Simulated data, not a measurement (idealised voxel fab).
Module name: voxel self aligned vias (process module)
Xsec cut, 245 nm wide, square cell size 5 nm.
Square cells in a grid make up a cross-section in this document, and the grid is given as bands, listed from the top down, each one or more rows of cells.
Each band's line starts with the height of the band's top and of its bottom, in nm. Then come its materials from left to right, each with its width in nm. One material with "everywhere" fills the band from edge to edge. "blank" is empty space.
Convention: height 0 is the level below which the wafer, as received, is all one material. The lowest band does not terminate at the bottom but continues downward, represented as "0 down".
A width such as "30 to 40" changes by the same amount from each row of cells to the next, from the band's top row to its bottom row.
Step note "no alterations made" = no cross-section cell changed.
Closed empty spaces (no open way to the top) of 8 cells or more are what "Closed void entries" lists, each as width x height at distance from the left edge, nm for all three.
Text after the settings on a step's line: the simulator's own remark on that step.
The line of a step may include "overlay nm". On a step with a mask, this value is how far to the right of its planned place the mask lay. A negative value means the mask lay to the left.
**Intended process steps**
| 1 | RECEIVE,material Si |
| 2 | CONFORMAL_DEP,material SiO2,thk nm 10 |
| 3 | CONFORMAL_DEP,material SiCN,thk nm 5 |
| 4 | DIRECTIONAL_DEP,material lowk,thk nm 30 |
| 5 | MASKED_ETCH,tone open,mask id LINES,width nm 25,pitch nm 50,etch materials lowk,depth nm 30,overlay nm 0 |
| 6 | CONFORMAL_DEP,material TiN,thk nm 5 |
| 7 | FILL_DEP,material Ru,thk nm 5 |
| 8 | CMP,height nm 45 |
| 9 | SELECTIVE_ETCH,etch materials W Ru TiN,depth nm 5 |
| 10 | FILL_DEP,material SiN,thk nm 10 |
| 11 | CMP,height nm 45 |
| 12 | DIRECTIONAL_DEP,material lowk,thk nm 20 |
| 13 | DIRECTIONAL_DEP,material aC,thk nm 10 |
| 14 | PATTERN,tone open,mask id VIAS,material resist,width nm 35,pitch nm 50,thk nm 25,overlay nm 0 |
| 15 | DIRECTIONAL_ETCH,etch materials aC,depth nm 10 |
| 16 | STRIP,etch materials resist |
| 17 | DIRECTIONAL_ETCH,etch materials lowk,depth nm 20 |
| 18 | DIRECTIONAL_ETCH,etch materials SiN,depth nm 5 |
| 19 | STRIP,etch materials aC |
| 20 | CONFORMAL_DEP,material TiN,thk nm 5 |
| 21 | FILL_DEP,material Ru,thk nm 10 |
| 22 | CMP,height nm 65 |
| 23 | CONFORMAL_DEP,material SiCN,thk nm 5 |
**First of two wafers, processed according to plan**
**So this is the incoming wafer in cross-section - it's already been through step 1**
* 0 down | Si everywhere
* Closed void entries: none
**Cross-section through the wafer, step 2 finished**
* 10 to 0 | SiO2 everywhere
* All layers under 0 are left as they were.
**Cross-section through the wafer, step 3 finished**
* 15 to 10 | SiCN everywhere
* All layers under 10 are left as they were.
**Cross-section through the wafer, step 4 finished**
* 45 to 15 | lowk everywhere
* All layers under 15 are left as they were.
**Cross-section through the wafer, step 5 finished**
* 45 to 15 | lowk=85, blank=25, lowk=25, blank=25, lowk=85
* All layers under 15 are left as they were.
**Cross-section through the wafer, step 6 finished**
* 50 to 45 | TiN=90, blank=15, TiN=35, blank=15, TiN=90
* 45 to 20 | lowk=85, TiN=5, blank=15, TiN=5, lowk=25, TiN=5, blank=15, TiN=5, lowk=85
* 20 to 15 | lowk=85, TiN=25, lowk=25, TiN=25, lowk=85
* All layers under 15 are left as they were.
**Cross-section through the wafer, step 7 finished**
* 55 to 50 | Ru everywhere
* 50 to 45 | TiN=90, Ru=15, TiN=35, Ru=15, TiN=90
* 45 to 20 | lowk=85, TiN=5, Ru=15, TiN=5, lowk=25, TiN=5, Ru=15, TiN=5, lowk=85
* All layers under 20 are left as they were.
**Cross-section through the wafer, step 8 finished**
* 45 to 20 | lowk=85, TiN=5, Ru=15, TiN=5, lowk=25, TiN=5, Ru=15, TiN=5, lowk=85
* All layers under 20 are left as they were.
**Cross-section through the wafer, step 9 finished**
* 45 to 40 | lowk=85, blank=25, lowk=25, blank=25, lowk=85
* All layers under 40 are left as they were.
**Cross-section through the wafer, step 10 finished**
* 55 to 45 | SiN everywhere
* 45 to 40 | lowk=85, SiN=25, lowk=25, SiN=25, lowk=85
* All layers under 40 are left as they were.
**Cross-section through the wafer, step 11 finished**
* 45 to 40 | lowk=85, SiN=25, lowk=25, SiN=25, lowk=85
* All layers under 40 are left as they were.
**Cross-section through the wafer, step 12 finished**
* 65 to 45 | lowk everywhere
* All layers under 45 are left as they were.
**Cross-section through the wafer, step 13 finished**
* 75 to 65 | aC everywhere
* All layers under 65 are left as they were.
**Cross-section through the wafer, step 14 finished**
* 100 to 75 | resist=80, blank=35, resist=15, blank=35, resist=80
* All layers under 75 are left as they were.
**Cross-section through the wafer, step 15 finished**
* 90 to 75 | resist=80, blank=35, resist=15, blank=35, resist=80
* 75 to 65 | aC=80, blank=35, aC=15, blank=35, aC=80
* All layers under 65 are left as they were.
**Cross-section through the wafer, step 16 finished**
* 75 to 65 | aC=80, blank=35, aC=15, blank=35, aC=80
* All layers under 65 are left as they were.
**Cross-section through the wafer, step 17 finished**
* 75 to 65 | aC=80, blank=35, aC=15, blank=35, aC=80
* 65 to 45 | lowk=80, blank=35, lowk=15, blank=35, lowk=80
* All layers under 45 are left as they were.
**Cross-section through the wafer, step 18 finished**
* 75 to 65 | aC=80, blank=35, aC=15, blank=35, aC=80
* 65 to 45 | lowk=80, blank=35, lowk=15, blank=35, lowk=80
* 45 to 40 | lowk=85, blank=25, lowk=25, blank=25, lowk=85
* All layers under 40 are left as they were.
**Cross-section through the wafer, step 19 finished**
* 65 to 45 | lowk=80, blank=35, lowk=15, blank=35, lowk=80
* All layers under 45 are left as they were.
**Cross-section through the wafer, step 20 finished**
* 70 to 65 | TiN=85, blank=25, TiN=25, blank=25, TiN=85
* 65 to 50 | lowk=80, TiN=5, blank=25, TiN=5, lowk=15, TiN=5, blank=25, TiN=5, lowk=80
* 50 to 45 | lowk=80, TiN=10, blank=15, TiN=10, lowk=15, TiN=10, blank=15, TiN=10, lowk=80
* 45 to 40 | lowk=85, TiN=25, lowk=25, TiN=25, lowk=85
* All layers under 40 are left as they were.
**Cross-section through the wafer, step 21 finished**
* 80 to 70 | Ru everywhere
* 70 to 65 | TiN=85, Ru=25, TiN=25, Ru=25, TiN=85
* 65 to 50 | lowk=80, TiN=5, Ru=25, TiN=5, lowk=15, TiN=5, Ru=25, TiN=5, lowk=80
* 50 to 45 | lowk=80, TiN=10, Ru=15, TiN=10, lowk=15, TiN=10, Ru=15, TiN=10, lowk=80
* All layers under 45 are left as they were.
**Cross-section through the wafer, step 22 finished**
* 65 to 50 | lowk=80, TiN=5, Ru=25, TiN=5, lowk=15, TiN=5, Ru=25, TiN=5, lowk=80
* All layers under 50 are left as they were.
**Cross-section through the wafer, step 23 finished**
* 70 to 65 | SiCN everywhere
* All layers under 65 are left as they were.
**Here the second wafer is described. Its start and its plan were those of the first wafer. Its run contained one mistake. Up to and including step 13, it did exactly what the first wafer did**
**Second wafer, cut view, end of step 14 per plan**
* 100 to 75 | resist=70, blank=35, resist=15, blank=35, resist=90
* All layers under 75 are left as they were.
**Second wafer, cut view, end of step 15 per plan**
* 90 to 75 | resist=70, blank=35, resist=15, blank=35, resist=90
* 75 to 65 | aC=70, blank=35, aC=15, blank=35, aC=90
* All layers under 65 are left as they were.
**Second wafer, cut view, end of step 16 per plan**
* 75 to 65 | aC=70, blank=35, aC=15, blank=35, aC=90
* All layers under 65 are left as they were.
**Second wafer, cut view, end of step 17 per plan**
* 75 to 65 | aC=70, blank=35, aC=15, blank=35, aC=90
* 65 to 45 | lowk=70, blank=35, lowk=15, blank=35, lowk=90
* All layers under 45 are left as they were.
**Second wafer, cut view, end of step 18 per plan**
* 75 to 65 | aC=70, blank=35, aC=15, blank=35, aC=90
* 65 to 45 | lowk=70, blank=35, lowk=15, blank=35, lowk=90
* 45 to 40 | lowk=85, blank=20, SiN=5, lowk=25, blank=20, SiN=5, lowk=85
* All layers under 40 are left as they were.
**Second wafer, cut view, end of step 19 per plan**
* 65 to 45 | lowk=70, blank=35, lowk=15, blank=35, lowk=90
* All layers under 45 are left as they were.
**Second wafer, cut view, end of step 20 per plan**
* 70 to 65 | TiN=75, blank=25, TiN=25, blank=25, TiN=95
* 65 to 50 | lowk=70, TiN=5, blank=25, TiN=5, lowk=15, TiN=5, blank=25, TiN=5, lowk=90
* 50 to 45 | lowk=70, TiN=20, blank=10, TiN=5, lowk=15, TiN=20, blank=10, TiN=5, lowk=90
* 45 to 40 | lowk=85, TiN=20, SiN=5, lowk=25, TiN=20, SiN=5, lowk=85
* All layers under 40 are left as they were.
**Second wafer, cut view, end of step 21 per plan**
* 80 to 70 | Ru everywhere
* 70 to 65 | TiN=75, Ru=25, TiN=25, Ru=25, TiN=95
* 65 to 50 | lowk=70, TiN=5, Ru=25, TiN=5, lowk=15, TiN=5, Ru=25, TiN=5, lowk=90
* 50 to 45 | lowk=70, TiN=20, Ru=10, TiN=5, lowk=15, TiN=20, Ru=10, TiN=5, lowk=90
* All layers under 45 are left as they were.
**Second wafer, cut view, end of step 22 per plan**
* 65 to 50 | lowk=70, TiN=5, Ru=25, TiN=5, lowk=15, TiN=5, Ru=25, TiN=5, lowk=90
* All layers under 50 are left as they were.
**Second wafer, cut view, end of step 23 per plan**
* 70 to 65 | SiCN everywhere
* All layers under 65 are left as they were.
The plan and the run diverged here: in deviation from the planned setting, step 14 was conducted as PATTERN,tone open,mask id VIAS,material resist,width nm 35,pitch nm 50,thk nm 25,overlay nm -10
The final cell counts differ between the wafers, with the second having more or fewer of some materials than the first: Ru -2 | SiN +2
